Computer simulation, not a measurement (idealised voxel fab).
Process module heading - voxel self aligned contacts
The cross-section shown here is cut; it is 210 nm wide and divided into square cells measuring 5 nm on a side.
Cross-section = grid of square cells, listed top down in bands; band = one or more rows. What a band's entry tells you: where the top is and where the bottom is, as heights in nm, and after that what lies inside, material by material from left to right, each with its width in nm. Empty space is written as the word "air", and a single material marked with the word "full width" occupies the band from edge to edge. Convention: height 0 is the level below which the wafer, as received, is all one material. The lowest band does not terminate at the bottom but continues downward, represented as "from 0 down". It should be noted that a width expressed as "30..40" varies in equal increments from row to row of cells within the band, taking the value of the first number at the top row and that of the second number at the bottom row. "nothing was modified" after a step means that no cell of the cross-section changed. Entry "Unvented internal voids" = empty spaces >= 8 cells with no open way to the top; each as width x height at distance, distance from left edge, all nm. On each step's line, the part that comes after the settings is the simulator's own comment on the step. A step's line can hold "overlay nm"; with a mask on that step, the setting says how far right of the planned place the mask lay, while a negative setting says it lay to the left.

Below is the list of planned process steps:
1 RECEIVE, material Si
2 CONFORMAL_DEP, material SiO2, thk nm 5
3 DIRECTIONAL_DEP, material polySi, thk nm 20
4 DIRECTIONAL_DEP, material SiN, thk nm 15
5 DIRECTIONAL_DEP, material aC, thk nm 10
6 PATTERN, tone cover, mask id GATE, material resist, width nm 35, pitch nm 60, thk nm 25, overlay nm 0
7 DIRECTIONAL_ETCH, etch materials aC, depth nm 10
8 STRIP, etch materials resist
9 DIRECTIONAL_ETCH, etch materials SiN, depth nm 15
10 DIRECTIONAL_ETCH, etch materials polySi, depth nm 20
11 STRIP, etch materials aC
12 CONFORMAL_DEP, material SiN, thk nm 5
13 DIRECTIONAL_ETCH, etch materials SiN, depth nm 5
14 FILL_DEP, material SiO2, thk nm 10
15 CMP, height nm 45
16 PATTERN, tone open, mask id CONTACT, material resist, width nm 35, thk nm 15, overlay nm 0
17 DIRECTIONAL_ETCH, etch materials SiO2, depth nm 45
18 STRIP, etch materials resist
19 CONFORMAL_DEP, material TiN, thk nm 5
20 FILL_DEP, material W, thk nm 10
21 CMP, height nm 45
22 CONFORMAL_DEP, material SiCN, thk nm 5

Received-state cross-section, reflecting completion of step 1:
    from 0 down: Si full width
    Unvented internal voids: none

Look at the cross-section after the module: the wafer started out the way shown above and the plan was the one shown above, yet one mistake was made along the way:
    from 50 to 45: SiCN full width
    from 45 to 40: SiO2 85 nm; TiN 15 nm; W 5 nm; TiN 15 nm; SiO2 90 nm
    from 40 to 25: SiO2 50 nm; SiN 45 nm; TiN 5 nm; W 5 nm; TiN 5 nm; SiN 45 nm; SiO2 55 nm
    from 25 to 20: SiO2 95 nm; TiN 15 nm; SiO2 100 nm
    from 20 to 0: polySi full width
    from 0 down: Si full width
    Unvented internal voids: none
Diagnosis: so 2 and 3 got swapped relative to the plan, each ran where the other was supposed to
